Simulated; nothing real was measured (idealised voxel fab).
Process module under the name voxel released beams
Each square cell in cross-section cut measures 5 nm, and the section as a whole is 280 nm wide.
Just so we're on the same page, the cross-sections are grids of square cells, and they're listed out in bands top to bottom, each band one or more rows deep. Look at the band entry: it leads with the top's height and the bottom's height in nm. Then it lists the materials left to right, with a width in nm for each. The word "everywhere" on a single material says that material fills the band edge to edge. The word "air" is empty space. Height 0 is the level under which the wafer as received is all one material. The lowest band goes on downwards, as in "0 -> down". The notation "30..40" denotes a width that varies across the rows of cells in the band, beginning at the first number in the top row, finishing at the second number in the bottom row, and changing by an identical amount from each row to the next. A step reported as "no change occurred" is a step in which no cell of the cross-section changed. Closed empty spaces (no open way to the top) of 8 cells or more are what "Non-vented voids" lists, each as width x height at distance from the left edge, nm for all three. If you see something after the settings on a step's line, that's the simulator's own remark about that step. On any step carrying a mask, the "overlay nm" setting, if present on the step's line, tells how far right of its planned place the mask lay; negative values point to the left.

**Steps planned for the process**
- 1: RECEIVE: material Si
- 2: CONFORMAL_DEP: material SiN, thk nm 10
- 3: DIRECTIONAL_DEP: material SiO2, thk nm 15
- 4: MASKED_ETCH: tone open, mask id ANCHOR, width nm 30, etch materials SiO2, depth nm 15, overlay nm 0
- 5: CONFORMAL_DEP: material W, thk nm 10
- 6: DIRECTIONAL_DEP: material aC, thk nm 10
- 7: PATTERN: tone cover, mask id BEAM, material resist, width nm 85, thk nm 30, overlay nm 0
- 8: DIRECTIONAL_ETCH: etch materials aC, depth nm 10
- 9: STRIP: etch materials resist
- 10: DIRECTIONAL_ETCH: etch materials W, depth nm 10
- 11: STRIP: etch materials aC
- 12: STRIP: etch materials SiO2

**As-received wafer cross-section (after step 1)**
0 -> down | Si everywhere
Non-vented voids: none

**Cross-section at module end, one run error; start and plan unchanged from above**
35 -> 25 | 95 air, then 45 W, then 140 air
25 -> 20 | 90 air, then 10 W, then 30 SiO2, then 10 W, then 140 air
20 -> 10 | 90 air, then 10 W, then 30 SiO2, then 50 W, then 100 air
10 -> 0 | SiN everywhere
0 -> down | Si everywhere
Non-vented voids: none
What broke from the plan during processing? step 4 ran with different settings than intended, the actual operation and settings being MASKED_ETCH: tone cover, mask id ANCHOR, width nm 30, etch materials SiO2, depth nm 15, overlay nm 0
